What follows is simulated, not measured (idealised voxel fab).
process module | voxel self aligned vias
Each square cell in cross-section cut measures 5 nm, and the section as a whole is 290 nm wide.
Just so we're on the same page, the cross-sections are grids of square cells, and they're listed out in bands top to bottom, each band one or more rows deep. Heads up on the band format: heights come first, top then bottom, in nm. After that it's the materials left to right, each with its width in nm. A single material flagged "full width" fills the whole band edge to edge, and "empty" means there's empty space there. Counting heights begins at 0, where everything beneath is, in the wafer as received, one material. The lowest band has no bottom; it goes on downwards, as "top 0, no bottom" shows. With a width like "30..40", each row of cells in the band differs from the next by the same amount, the top row carrying the first number and the bottom row the second. "remained unchanged" means the step left every cell of the cross-section as it was. If an empty space has no open way to the top and is at least 8 cells in size, "Trapped void list" lists it, written width x height at distance, where distance is measured from the left edge and every value is in nm. Read whatever lies past the settings on a step's line as the simulator's own remark about the step. A step line may carry the setting "overlay nm", which, for steps involving a mask, states the distance by which the mask lay to the right of its intended position; negative values denote displacement to the left.

Below is the list of planned process steps
1. RECEIVE with material Si
2. CONFORMAL_DEP with material SiO2, thk nm 15
3. CONFORMAL_DEP with material SiCN, thk nm 5
4. DIRECTIONAL_DEP with material SiO2, thk nm 20
5. PATTERN with tone open, mask id LINES, material resist, width nm 25, pitch nm 55, thk nm 15, overlay nm 0
6. DIRECTIONAL_ETCH with etch materials SiO2, depth nm 20
7. STRIP with etch materials resist
8. CONFORMAL_DEP with material TiN, thk nm 5
9. FILL_DEP with material Ru, thk nm 5
10. CMP with height nm 40
11. SELECTIVE_ETCH with etch materials W Ru TiN, depth nm 10
12. FILL_DEP with material SiN, thk nm 10
13. CMP with height nm 40
14. DIRECTIONAL_DEP with material SiO2, thk nm 15
15. DIRECTIONAL_DEP with material aC, thk nm 15
16. PATTERN with tone open, mask id VIAS, material resist, width nm 35, pitch nm 55, thk nm 35, overlay nm 0
17. DIRECTIONAL_ETCH with etch materials aC, depth nm 15
18. STRIP with etch materials resist
19. DIRECTIONAL_ETCH with etch materials SiO2, depth nm 15
20. DIRECTIONAL_ETCH with etch materials SiN, depth nm 10
21. STRIP with etch materials aC
22. CONFORMAL_DEP with material TiN, thk nm 5
23. FILL_DEP with material Ru, thk nm 5
24. CMP with height nm 55
25. CONFORMAL_DEP with material SiCN, thk nm 5

Cross-sectional view of the wafer in its as-received condition, corresponding to the state after step 1
  top 0, no bottom | Si full width
  Trapped void list: none

Looking at the first of two wafers in cross-section at end of module - ran to plan
  top 60, bottom 55 | SiCN full width
  top 55, bottom 45 | SiO2: 100, then TiN: 5, then Ru: 25, then TiN: 5, then SiO2: 20, then TiN: 5, then Ru: 25, then TiN: 5, then SiO2: 100
  top 45, bottom 35 | SiO2: 100..105, then TiN: 10..5, then Ru: 15, then TiN: 10..5, then SiO2: 20..30, then TiN: 10..5, then Ru: 15, then TiN: 10..5, then SiO2: 100..105
  top 35, bottom 30 | SiO2: 105, then TiN: 25, then SiO2: 30, then TiN: 25, then SiO2: 105
  top 30, bottom 25 | SiO2: 105, then TiN: 5, then Ru: 15, then TiN: 5, then SiO2: 30, then TiN: 5, then Ru: 15, then TiN: 5, then SiO2: 105
  top 25, bottom 20 | SiO2: 105, then TiN: 25, then SiO2: 30, then TiN: 25, then SiO2: 105
  top 20, bottom 15 | SiCN full width
  top 15, bottom 0 | SiO2 full width
  top 0, no bottom | Si full width
  Trapped void list: none

Here's the second of our two wafers sectioned at module end. Same start as the first, same plan, but one mistake got made running it
  top 60, bottom 55 | SiCN full width
  top 55, bottom 40 | SiO2: 100, then TiN: 5, then Ru: 25, then TiN: 5, then SiO2: 20, then TiN: 5, then Ru: 25, then TiN: 5, then SiO2: 100
  top 40, bottom 35 | SiN: 100, then TiN: 10, then Ru: 15, then TiN: 10, then SiN: 20, then TiN: 10, then Ru: 15, then TiN: 10, then SiN: 100
  top 35, bottom 30 | SiO2: 105, then TiN: 25, then SiO2: 30, then TiN: 25, then SiO2: 105
  top 30, bottom 20 | SiO2: 105, then TiN: 5, then Ru: 15, then TiN: 5, then SiO2: 30, then TiN: 5, then Ru: 15, then TiN: 5, then SiO2: 105
  top 20, bottom 15 | SiO2: 105, then TiN: 25, then SiO2: 30, then TiN: 25, then SiO2: 105
  top 15, bottom 0 | SiO2 full width
  top 0, no bottom | Si full width
  Trapped void list: none
So what did we get wrong on this run? step 3 of the plan was omitted and not executed
Counted in cells at the end, the second wafer holds more or fewer of these materials than the first: Ru: 10 more; SiCN: 58 fewer; SiN: 44 more; TiN: 4 more
